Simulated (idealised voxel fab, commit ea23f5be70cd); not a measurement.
Process module in this document: voxel transistor to metal
This is section cut - it's 285 nm across, gridded in 5 nm square cells.
A cross-section is written here as square cells arranged in a grid, and it is given in bands from the top down, each band taking up one or more rows of cells.
Quick guide to a band line: top height, bottom height (nm) up front; then every material left to right with its width in nm. Only one material and it's marked "full width"? Then it fills the band edge to edge. And "air" just means empty space.
Measure heights from 0. That's the level where, below it, the as-received wafer is all one material. The lowest band is bottomless and extends downward; write it as in "top 0, no bottom".
A two-number width, for instance "30..40", indicates that the width is equal to the first number in the top row of the band and to the second number in the bottom row, and that it changes by a constant amount per row of cells.
Where a step carries "remains unaltered", the cross-section came out of it unchanged, cell for cell.
Listed in "Completely sealed voids": every empty space of 8 or more cells without an open way to the top. Form: width x height at distance, the distance being from the left edge, all in nm.
That trailing text on a step's line, after the settings, is the simulator's own remark on the step.
On any step carrying a mask, the "overlay nm" setting, if present on the step's line, tells how far right of its planned place the mask lay; negative values point to the left.
## This section lists the process steps that were planned
1) op RECEIVE | material Si
2) op CONFORMAL_DEP | material SiO2 | thk nm 5
3) op CONFORMAL_DEP | material SiN | thk nm 10
4) op MASKED_ETCH | tone cover | mask id ACTIVE | width nm 95 | pitch nm 125 | etch materials SiN | depth nm 10 | overlay nm 0
5) op MASKED_ETCH | tone cover | mask id ACTIVE | width nm 95 | pitch nm 125 | etch materials SiO2 | depth nm 5 | overlay nm 0
6) op MASKED_ETCH | tone cover | mask id ACTIVE | width nm 95 | pitch nm 125 | etch materials Si | depth nm 35 | overlay nm 0
7) op FILL_DEP | material SiO2 | thk nm 10
8) op CMP | height nm 15
9) op SELECTIVE_ETCH | etch materials SiO2 | depth nm 5
10) op STRIP | etch materials SiN
11) op SELECTIVE_ETCH | etch materials SiO2 | depth nm 5
12) op OXIDIZE | depth nm 5
13) op DIRECTIONAL_DEP | material polySi | thk nm 20
14) op DIRECTIONAL_DEP | material SiCN | thk nm 10
15) op PATTERN | tone cover | mask id GATE | material resist | width nm 25 | pitch nm 125 | thk nm 20 | overlay nm 0
16) op DIRECTIONAL_ETCH | etch materials SiCN | depth nm 20
17) op DIRECTIONAL_ETCH | etch materials polySi | depth nm 30
18) op STRIP | etch materials resist
19) op CONFORMAL_DEP | material SiN | thk nm 10
20) op DIRECTIONAL_ETCH | etch materials SiN | depth nm 10
21) op DIRECTIONAL_ETCH | etch materials SiO2 | depth nm 5
22) op DIRECTIONAL_ETCH | etch materials Si | depth nm 5
23) op EPI | material SiGe | thk nm 10
24) op FILL_DEP | material SiO2 | thk nm 5
25) op CMP | height nm 30
26) op DIRECTIONAL_DEP | material SiO2 | thk nm 10
27) op MASKED_ETCH | tone open | mask id CONTACT | width nm 15 | etch materials SiO2 | depth nm 35 | overlay nm 0
28) op CONFORMAL_DEP | material TiN | thk nm 5
29) op FILL_DEP | material Ru | thk nm 5
30) op CMP | height nm 40
31) op DIRECTIONAL_DEP | material TiN | thk nm 5
32) op DIRECTIONAL_DEP | material Ru | thk nm 25
33) op MASKED_ETCH | tone cover | mask id METAL_1 | width nm 15 | etch materials Ru | depth nm 25 | overlay nm 0
34) op MASKED_ETCH | tone cover | mask id METAL_1 | width nm 15 | etch materials TiN | depth nm 5 | overlay nm 0
35) op FILL_DEP | material lowk | thk nm 10
36) op CMP | height nm 70
37) op CONFORMAL_DEP | material SiN | thk nm 5
## First wafer, two in total, run as planned
## Cross-sectional view of the wafer in its as-received condition, corresponding to the state after step 1
> top 0, no bottom | Si full width
> Completely sealed voids: none
## Cross-section of the wafer subsequent to step 2
> top 5, bottom 0 | SiO2 full width
> For the remainder of the cross-section, below 0, there is no change.
## Cross-section of the wafer subsequent to step 3
> top 15, bottom 5 | SiN full width
> For the remainder of the cross-section, below 5, there is no change.
## Cross-section of the wafer subsequent to step 4
> top 15, bottom 5 | 30 nm air; 95 nm SiN; 30 nm air; 95 nm SiN; 35 nm air
> For the remainder of the cross-section, below 5, there is no change.
## Cross-section of the wafer subsequent to step 5
> top 15, bottom 5 | 30 nm air; 95 nm SiN; 30 nm air; 95 nm SiN; 35 nm air
> top 5, bottom 0 | 30 nm air; 95 nm SiO2; 30 nm air; 95 nm SiO2; 35 nm air
> For the remainder of the cross-section, below 0, there is no change.
## Cross-section of the wafer subsequent to step 6
> top 15, bottom 5 | 30 nm air; 95 nm SiN; 30 nm air; 95 nm SiN; 35 nm air
> top 5, bottom 0 | 30 nm air; 95 nm SiO2; 30 nm air; 95 nm SiO2; 35 nm air
> top 0, bottom -35 | 30 nm air; 95 nm Si; 30 nm air; 95 nm Si; 35 nm air
> For the remainder of the cross-section, below -35, there is no change.
## Cross-section of the wafer subsequent to step 7
> top 25, bottom 15 | SiO2 full width
> top 15, bottom 5 | 30 nm SiO2; 95 nm SiN; 30 nm SiO2; 95 nm SiN; 35 nm SiO2
> top 5, bottom 0 | SiO2 full width
> top 0, bottom -35 | 30 nm SiO2; 95 nm Si; 30 nm SiO2; 95 nm Si; 35 nm SiO2
> For the remainder of the cross-section, below -35, there is no change.
## Cross-section of the wafer subsequent to step 8
> top 15, bottom 5 | 30 nm SiO2; 95 nm SiN; 30 nm SiO2; 95 nm SiN; 35 nm SiO2
> For the remainder of the cross-section, below 5, there is no change.
## Cross-section of the wafer subsequent to step 9
> top 15, bottom 10 | 30 nm air; 95 nm SiN; 30 nm air; 95 nm SiN; 35 nm air
> For the remainder of the cross-section, below 10, there is no change.
## Cross-section of the wafer subsequent to step 10
> top 10, bottom 5 | 30 nm SiO2; 95 nm air; 30 nm SiO2; 95 nm air; 35 nm SiO2
> For the remainder of the cross-section, below 5, there is no change.
## Cross-section of the wafer subsequent to step 11
> top 5, bottom 0 | 25 nm SiO2; 105 nm air; 20 nm SiO2; 105 nm air; 30 nm SiO2
> For the remainder of the cross-section, below 0, there is no change.
## Cross-section of the wafer subsequent to step 12
> top 5, bottom 0 | 25 nm SiO2; 105 nm air; 20 nm SiO2; 105 nm air; 30 nm SiO2
> top 0, bottom -5 | SiO2 full width
> For the remainder of the cross-section, below -5, there is no change.
## Cross-section of the wafer subsequent to step 13
> top 25, bottom 20 | 25 nm polySi; 105 nm air; 20 nm polySi; 105 nm air; 30 nm polySi
> top 20, bottom 5 | polySi full width
> top 5, bottom 0 | 25 nm SiO2; 105 nm polySi; 20 nm SiO2; 105 nm polySi; 30 nm SiO2
> For the remainder of the cross-section, below 0, there is no change.
## Cross-section of the wafer subsequent to step 14
> top 35, bottom 30 | 25 nm SiCN; 105 nm air; 20 nm SiCN; 105 nm air; 30 nm SiCN
> top 30, bottom 25 | SiCN full width
> top 25, bottom 20 | 25 nm polySi; 105 nm SiCN; 20 nm polySi; 105 nm SiCN; 30 nm polySi
> For the remainder of the cross-section, below 20, there is no change.
## Cross-section of the wafer subsequent to step 15
> top 55, bottom 35 | 65 nm air; 25 nm resist; 100 nm air; 25 nm resist; 70 nm air
> top 35, bottom 30 | 25 nm SiCN; 40 nm air; 25 nm resist; 40 nm air; 20 nm SiCN; 40 nm air; 25 nm resist; 40 nm air; 30 nm SiCN
> For the remainder of the cross-section, below 30, there is no change.
## Cross-section of the wafer subsequent to step 16
> top 55, bottom 30 | 65 nm air; 25 nm resist; 100 nm air; 25 nm resist; 70 nm air
> top 30, bottom 25 | 65 nm air; 25 nm SiCN; 100 nm air; 25 nm SiCN; 70 nm air
> top 25, bottom 20 | 25 nm polySi; 40 nm air; 25 nm SiCN; 40 nm air; 20 nm polySi; 40 nm air; 25 nm SiCN; 40 nm air; 30 nm polySi
> For the remainder of the cross-section, below 20, there is no change.
## Cross-section of the wafer subsequent to step 17
> top 55, bottom 30 | 65 nm air; 25 nm resist; 100 nm air; 25 nm resist; 70 nm air
> top 30, bottom 20 | 65 nm air; 25 nm SiCN; 100 nm air; 25 nm SiCN; 70 nm air
> top 20, bottom 5 | 65 nm air; 25 nm polySi; 100 nm air; 25 nm polySi; 70 nm air
> top 5, bottom 0 | 25 nm SiO2; 40 nm air; 25 nm polySi; 40 nm air; 20 nm SiO2; 40 nm air; 25 nm polySi; 40 nm air; 30 nm SiO2
> For the remainder of the cross-section, below 0, there is no change.
## Cross-section of the wafer subsequent to step 18
> top 30, bottom 20 | 65 nm air; 25 nm SiCN; 100 nm air; 25 nm SiCN; 70 nm air
> For the remainder of the cross-section, below 20, there is no change.
## Cross-section of the wafer subsequent to step 19
> top 40, bottom 30 | 55 nm air; 45 nm SiN; 80 nm air; 45 nm SiN; 60 nm air
> top 30, bottom 20 | 55 nm air; 10 nm SiN; 25 nm SiCN; 10 nm SiN; 80 nm air; 10 nm SiN; 25 nm SiCN; 10 nm SiN; 60 nm air
> top 20, bottom 15 | 55 nm air; 10 nm SiN; 25 nm polySi; 10 nm SiN; 80 nm air; 10 nm SiN; 25 nm polySi; 10 nm SiN; 60 nm air
> top 15, bottom 10 | 35 nm SiN; 20 nm air; 10 nm SiN; 25 nm polySi; 10 nm SiN; 20 nm air; 40 nm SiN; 20 nm air; 10 nm SiN; 25 nm polySi; 10 nm SiN; 20 nm air; 40 nm SiN
> top 10, bottom 5 | 65 nm SiN; 25 nm polySi; 100 nm SiN; 25 nm polySi; 70 nm SiN
> top 5, bottom 0 | 25 nm SiO2; 40 nm SiN; 25 nm polySi; 40 nm SiN; 20 nm SiO2; 40 nm SiN; 25 nm polySi; 40 nm SiN; 30 nm SiO2
> For the remainder of the cross-section, below 0, there is no change.
## Cross-section of the wafer subsequent to step 20
> top 30, bottom 20 | 55 nm air; 10 nm SiN; 25 nm SiCN; 10 nm SiN; 80 nm air; 10 nm SiN; 25 nm SiCN; 10 nm SiN; 60 nm air
> top 20, bottom 5 | 55 nm air; 10 nm SiN; 25 nm polySi; 10 nm SiN; 80 nm air; 10 nm SiN; 25 nm polySi; 10 nm SiN; 60 nm air
> top 5, bottom 0 | 25 nm SiO2; 10 nm SiN; 20 nm air; 10 nm SiN; 25 nm polySi; 10 nm SiN; 20 nm air; 10 nm SiN; 20 nm SiO2; 10 nm SiN; 20 nm air; 10 nm SiN; 25 nm polySi; 10 nm SiN; 20 nm air; 10 nm SiN; 30 nm SiO2
> For the remainder of the cross-section, below 0, there is no change.
## Cross-section of the wafer subsequent to step 21
> top 30, bottom 20 | 55 nm air; 10 nm SiN; 25 nm SiCN; 10 nm SiN; 80 nm air; 10 nm SiN; 25 nm SiCN; 10 nm SiN; 60 nm air
> top 20, bottom 5 | 55 nm air; 10 nm SiN; 25 nm polySi; 10 nm SiN; 80 nm air; 10 nm SiN; 25 nm polySi; 10 nm SiN; 60 nm air
> top 5, bottom 0 | 25 nm air; 10 nm SiN; 20 nm air; 10 nm SiN; 25 nm polySi; 10 nm SiN; 20 nm air; 10 nm SiN; 20 nm air; 10 nm SiN; 20 nm air; 10 nm SiN; 25 nm polySi; 10 nm SiN; 20 nm air; 10 nm SiN; 30 nm air
> top 0, bottom -5 | 35 nm SiO2; 20 nm air; 45 nm SiO2; 20 nm air; 40 nm SiO2; 20 nm air; 45 nm SiO2; 20 nm air; 40 nm SiO2
> For the remainder of the cross-section, below -5, there is no change.
## Cross-section of the wafer subsequent to step 22
> top 30, bottom 20 | 55 nm air; 10 nm SiN; 25 nm SiCN; 10 nm SiN; 80 nm air; 10 nm SiN; 25 nm SiCN; 10 nm SiN; 60 nm air
> top 20, bottom 5 | 55 nm air; 10 nm SiN; 25 nm polySi; 10 nm SiN; 80 nm air; 10 nm SiN; 25 nm polySi; 10 nm SiN; 60 nm air
> top 5, bottom 0 | 25 nm air; 10 nm SiN; 20 nm air; 10 nm SiN; 25 nm polySi; 10 nm SiN; 20 nm air; 10 nm SiN; 20 nm air; 10 nm SiN; 20 nm air; 10 nm SiN; 25 nm polySi; 10 nm SiN; 20 nm air; 10 nm SiN; 30 nm air
> top 0, bottom -5 | 35 nm SiO2; 20 nm air; 45 nm SiO2; 20 nm air; 40 nm SiO2; 20 nm air; 45 nm SiO2; 20 nm air; 40 nm SiO2
> top -5, bottom -10 | 30 nm SiO2; 5 nm Si; 20 nm air; 45 nm Si; 20 nm air; 5 nm Si; 30 nm SiO2; 5 nm Si; 20 nm air; 45 nm Si; 20 nm air; 5 nm Si; 35 nm SiO2
> For the remainder of the cross-section, below -10, there is no change.
## Cross-section of the wafer subsequent to step 23
> top 30, bottom 20 | 55 nm air; 10 nm SiN; 25 nm SiCN; 10 nm SiN; 80 nm air; 10 nm SiN; 25 nm SiCN; 10 nm SiN; 60 nm air
> top 20, bottom 5 | 55 nm air; 10 nm SiN; 25 nm polySi; 10 nm SiN; 80 nm air; 10 nm SiN; 25 nm polySi; 10 nm SiN; 60 nm air
> top 5, bottom 0 | 25 nm air; 10 nm SiN; 20 nm SiGe; 10 nm SiN; 25 nm polySi; 10 nm SiN; 20 nm SiGe; 10 nm SiN; 20 nm air; 10 nm SiN; 20 nm SiGe; 10 nm SiN; 25 nm polySi; 10 nm SiN; 20 nm SiGe; 10 nm SiN; 30 nm air
> top 0, bottom -5 | 35 nm SiO2; 20 nm SiGe; 45 nm SiO2; 20 nm SiGe; 40 nm SiO2; 20 nm SiGe; 45 nm SiO2; 20 nm SiGe; 40 nm SiO2
> top -5, bottom -10 | 30 nm SiO2; 5 nm Si; 20 nm SiGe; 45 nm Si; 20 nm SiGe; 5 nm Si; 30 nm SiO2; 5 nm Si; 20 nm SiGe; 45 nm Si; 20 nm SiGe; 5 nm Si; 35 nm SiO2
> For the remainder of the cross-section, below -10, there is no change.
## Cross-section of the wafer subsequent to step 24
> top 35, bottom 30 | SiO2 full width
> top 30, bottom 20 | 55 nm SiO2; 10 nm SiN; 25 nm SiCN; 10 nm SiN; 80 nm SiO2; 10 nm SiN; 25 nm SiCN; 10 nm SiN; 60 nm SiO2
> top 20, bottom 5 | 55 nm SiO2; 10 nm SiN; 25 nm polySi; 10 nm SiN; 80 nm SiO2; 10 nm SiN; 25 nm polySi; 10 nm SiN; 60 nm SiO2
> top 5, bottom 0 | 25 nm SiO2; 10 nm SiN; 20 nm SiGe; 10 nm SiN; 25 nm polySi; 10 nm SiN; 20 nm SiGe; 10 nm SiN; 20 nm SiO2; 10 nm SiN; 20 nm SiGe; 10 nm SiN; 25 nm polySi; 10 nm SiN; 20 nm SiGe; 10 nm SiN; 30 nm SiO2
> For the remainder of the cross-section, below 0, there is no change.
## Cross-section of the wafer subsequent to step 25
> top 30, bottom 20 | 55 nm SiO2; 10 nm SiN; 25 nm SiCN; 10 nm SiN; 80 nm SiO2; 10 nm SiN; 25 nm SiCN; 10 nm SiN; 60 nm SiO2
> For the remainder of the cross-section, below 20, there is no change.
## Cross-section of the wafer subsequent to step 26
> top 40, bottom 30 | SiO2 full width
> For the remainder of the cross-section, below 30, there is no change.
## Cross-section of the wafer subsequent to step 27
> top 40, bottom 30 | 35 nm SiO2; 15 nm air; 55 nm SiO2; 15 nm air; 40 nm SiO2; 15 nm air; 55 nm SiO2; 15 nm air; 40 nm SiO2
> top 30, bottom 20 | 35 nm SiO2; 15 nm air; 5 nm SiO2; 10 nm SiN; 25 nm SiCN; 10 nm SiN; 5 nm SiO2; 15 nm air; 40 nm SiO2; 15 nm air; 5 nm SiO2; 10 nm SiN; 25 nm SiCN; 10 nm SiN; 5 nm SiO2; 15 nm air; 40 nm SiO2
> top 20, bottom 5 | 35 nm SiO2; 15 nm air; 5 nm SiO2; 10 nm SiN; 25 nm polySi; 10 nm SiN; 5 nm SiO2; 15 nm air; 40 nm SiO2; 15 nm air; 5 nm SiO2; 10 nm SiN; 25 nm polySi; 10 nm SiN; 5 nm SiO2; 15 nm air; 40 nm SiO2
> For the remainder of the cross-section, below 5, there is no change.
## Cross-section of the wafer subsequent to step 28
> top 45, bottom 40 | 40 nm TiN; 5 nm air; 65 nm TiN; 5 nm air; 50 nm TiN; 5 nm air; 65 nm TiN; 5 nm air; 45 nm TiN
> top 40, bottom 30 | 35 nm SiO2; 5 nm TiN; 5 nm air; 5 nm TiN; 55 nm SiO2; 5 nm TiN; 5 nm air; 5 nm TiN; 40 nm SiO2; 5 nm TiN; 5 nm air; 5 nm TiN; 55 nm SiO2; 5 nm TiN; 5 nm air; 5 nm TiN; 40 nm SiO2
> top 30, bottom 20 | 35 nm SiO2; 5 nm TiN; 5 nm air; 5 nm TiN; 5 nm SiO2; 10 nm SiN; 25 nm SiCN; 10 nm SiN; 5 nm SiO2; 5 nm TiN; 5 nm air; 5 nm TiN; 40 nm SiO2; 5 nm TiN; 5 nm air; 5 nm TiN; 5 nm SiO2; 10 nm SiN; 25 nm SiCN; 10 nm SiN; 5 nm SiO2; 5 nm TiN; 5 nm air; 5 nm TiN; 40 nm SiO2
> top 20, bottom 10 | 35 nm SiO2; 5 nm TiN; 5 nm air; 5 nm TiN; 5 nm SiO2; 10 nm SiN; 25 nm polySi; 10 nm SiN; 5 nm SiO2; 5 nm TiN; 5 nm air; 5 nm TiN; 40 nm SiO2; 5 nm TiN; 5 nm air; 5 nm TiN; 5 nm SiO2; 10 nm SiN; 25 nm polySi; 10 nm SiN; 5 nm SiO2; 5 nm TiN; 5 nm air; 5 nm TiN; 40 nm SiO2
> top 10, bottom 5 | 35 nm SiO2; 15 nm TiN; 5 nm SiO2; 10 nm SiN; 25 nm polySi; 10 nm SiN; 5 nm SiO2; 15 nm TiN; 40 nm SiO2; 15 nm TiN; 5 nm SiO2; 10 nm SiN; 25 nm polySi; 10 nm SiN; 5 nm SiO2; 15 nm TiN; 40 nm SiO2
> For the remainder of the cross-section, below 5, there is no change.
## Cross-section of the wafer subsequent to step 29
> top 50, bottom 45 | Ru full width
> top 45, bottom 40 | 40 nm TiN; 5 nm Ru; 65 nm TiN; 5 nm Ru; 50 nm TiN; 5 nm Ru; 65 nm TiN; 5 nm Ru; 45 nm TiN
> top 40, bottom 30 | 35 nm SiO2; 5 nm TiN; 5 nm Ru; 5 nm TiN; 55 nm SiO2; 5 nm TiN; 5 nm Ru; 5 nm TiN; 40 nm SiO2; 5 nm TiN; 5 nm Ru; 5 nm TiN; 55 nm SiO2; 5 nm TiN; 5 nm Ru; 5 nm TiN; 40 nm SiO2
> top 30, bottom 20 | 35 nm SiO2; 5 nm TiN; 5 nm Ru; 5 nm TiN; 5 nm SiO2; 10 nm SiN; 25 nm SiCN; 10 nm SiN; 5 nm SiO2; 5 nm TiN; 5 nm Ru; 5 nm TiN; 40 nm SiO2; 5 nm TiN; 5 nm Ru; 5 nm TiN; 5 nm SiO2; 10 nm SiN; 25 nm SiCN; 10 nm SiN; 5 nm SiO2; 5 nm TiN; 5 nm Ru; 5 nm TiN; 40 nm SiO2
> top 20, bottom 10 | 35 nm SiO2; 5 nm TiN; 5 nm Ru; 5 nm TiN; 5 nm SiO2; 10 nm SiN; 25 nm polySi; 10 nm SiN; 5 nm SiO2; 5 nm TiN; 5 nm Ru; 5 nm TiN; 40 nm SiO2; 5 nm TiN; 5 nm Ru; 5 nm TiN; 5 nm SiO2; 10 nm SiN; 25 nm polySi; 10 nm SiN; 5 nm SiO2; 5 nm TiN; 5 nm Ru; 5 nm TiN; 40 nm SiO2
> For the remainder of the cross-section, below 10, there is no change.
## Cross-section of the wafer subsequent to step 30
> top 40, bottom 30 | 35 nm SiO2; 5 nm TiN; 5 nm Ru; 5 nm TiN; 55 nm SiO2; 5 nm TiN; 5 nm Ru; 5 nm TiN; 40 nm SiO2; 5 nm TiN; 5 nm Ru; 5 nm TiN; 55 nm SiO2; 5 nm TiN; 5 nm Ru; 5 nm TiN; 40 nm SiO2
> For the remainder of the cross-section, below 30, there is no change.
## Cross-section of the wafer subsequent to step 31
> top 45, bottom 40 | TiN full width
> For the remainder of the cross-section, below 40, there is no change.
## Cross-section of the wafer subsequent to step 32
> top 70, bottom 45 | Ru full width
> For the remainder of the cross-section, below 45, there is no change.
## Cross-section of the wafer subsequent to step 33
> top 70, bottom 45 | 35 nm air; 15 nm Ru; 55 nm air; 15 nm Ru; 40 nm air; 15 nm Ru; 55 nm air; 15 nm Ru; 40 nm air
> For the remainder of the cross-section, below 45, there is no change.
## Cross-section of the wafer subsequent to step 34
> top 70, bottom 45 | 35 nm air; 15 nm Ru; 55 nm air; 15 nm Ru; 40 nm air; 15 nm Ru; 55 nm air; 15 nm Ru; 40 nm air
> top 45, bottom 40 | 35 nm air; 15 nm TiN; 55 nm air; 15 nm TiN; 40 nm air; 15 nm TiN; 55 nm air; 15 nm TiN; 40 nm air
> For the remainder of the cross-section, below 40, there is no change.
## Cross-section of the wafer subsequent to step 35
> top 80, bottom 70 | lowk full width
> top 70, bottom 45 | 35 nm lowk; 15 nm Ru; 55 nm lowk; 15 nm Ru; 40 nm lowk; 15 nm Ru; 55 nm lowk; 15 nm Ru; 40 nm lowk
> top 45, bottom 40 | 35 nm lowk; 15 nm TiN; 55 nm lowk; 15 nm TiN; 40 nm lowk; 15 nm TiN; 55 nm lowk; 15 nm TiN; 40 nm lowk
> For the remainder of the cross-section, below 40, there is no change.
## Cross-section of the wafer subsequent to step 36
> top 70, bottom 45 | 35 nm lowk; 15 nm Ru; 55 nm lowk; 15 nm Ru; 40 nm lowk; 15 nm Ru; 55 nm lowk; 15 nm Ru; 40 nm lowk
> For the remainder of the cross-section, below 45, there is no change.
## Cross-section of the wafer subsequent to step 37
> top 75, bottom 70 | SiN full width
> For the remainder of the cross-section, below 70, there is no change.
## Wafer two of the pair: same origin, same plan, one error during the run; identical to wafer one up to and including step 29
## Second wafer cross-section, taken as of the time the plan sets for step 30 to be done
> top 40, bottom 30 | 35 nm SiO2; 5 nm TiN; 5 nm Ru; 5 nm TiN; 55 nm SiO2; 5 nm TiN; 5 nm Ru; 5 nm TiN; 40 nm SiO2; 5 nm TiN; 5 nm Ru; 5 nm TiN; 55 nm SiO2; 5 nm TiN; 5 nm Ru; 5 nm TiN; 40 nm SiO2
> For the remainder of the cross-section, below 30, there is no change.
## Second wafer cross-section, taken as of the time the plan sets for step 31 to be done
> top 45, bottom 40 | TiN full width
> For the remainder of the cross-section, below 40, there is no change.
## Second wafer cross-section, taken as of the time the plan sets for step 32 to be done
> top 70, bottom 45 | Ru full width
> For the remainder of the cross-section, below 45, there is no change.
## Second wafer cross-section, taken as of the time the plan sets for step 33 to be done
> top 70, bottom 45 | 35 nm air; 15 nm Ru; 55 nm air; 15 nm Ru; 40 nm air; 15 nm Ru; 55 nm air; 15 nm Ru; 40 nm air
> For the remainder of the cross-section, below 45, there is no change.
## Second wafer cross-section, taken as of the time the plan sets for step 34 to be done
> top 70, bottom 45 | 35 nm air; 15 nm Ru; 55 nm air; 15 nm Ru; 40 nm air; 15 nm Ru; 55 nm air; 15 nm Ru; 40 nm air
> top 45, bottom 40 | 35 nm air; 15 nm TiN; 55 nm air; 15 nm TiN; 40 nm air; 15 nm TiN; 55 nm air; 15 nm TiN; 40 nm air
> For the remainder of the cross-section, below 40, there is no change.
## Second wafer cross-section, taken as of the time the plan sets for step 35 to be done
> top 80, bottom 70 | lowk full width
> top 70, bottom 45 | 35 nm lowk; 15 nm Ru; 55 nm lowk; 15 nm Ru; 40 nm lowk; 15 nm Ru; 55 nm lowk; 15 nm Ru; 40 nm lowk
> top 45, bottom 40 | 35 nm lowk; 15 nm TiN; 55 nm lowk; 15 nm TiN; 40 nm lowk; 15 nm TiN; 55 nm lowk; 15 nm TiN; 40 nm lowk
> For the remainder of the cross-section, below 40, there is no change.
## Second wafer cross-section, taken as of the time the plan sets for step 36 to be done
> top 70, bottom 45 | 35 nm lowk; 15 nm Ru; 55 nm lowk; 15 nm Ru; 40 nm lowk; 15 nm Ru; 55 nm lowk; 15 nm Ru; 40 nm lowk
> For the remainder of the cross-section, below 45, there is no change.
## Second wafer cross-section, taken as of the time the plan sets for step 37 to be done
> top 75, bottom 70 | SiN full width
> For the remainder of the cross-section, below 70, there is no change.
Here's what went sideways: twice, step 30 of the plan was run
Outcome: the two wafer cross-sections end up identical, and the model's computation is unaffected by the mistake.
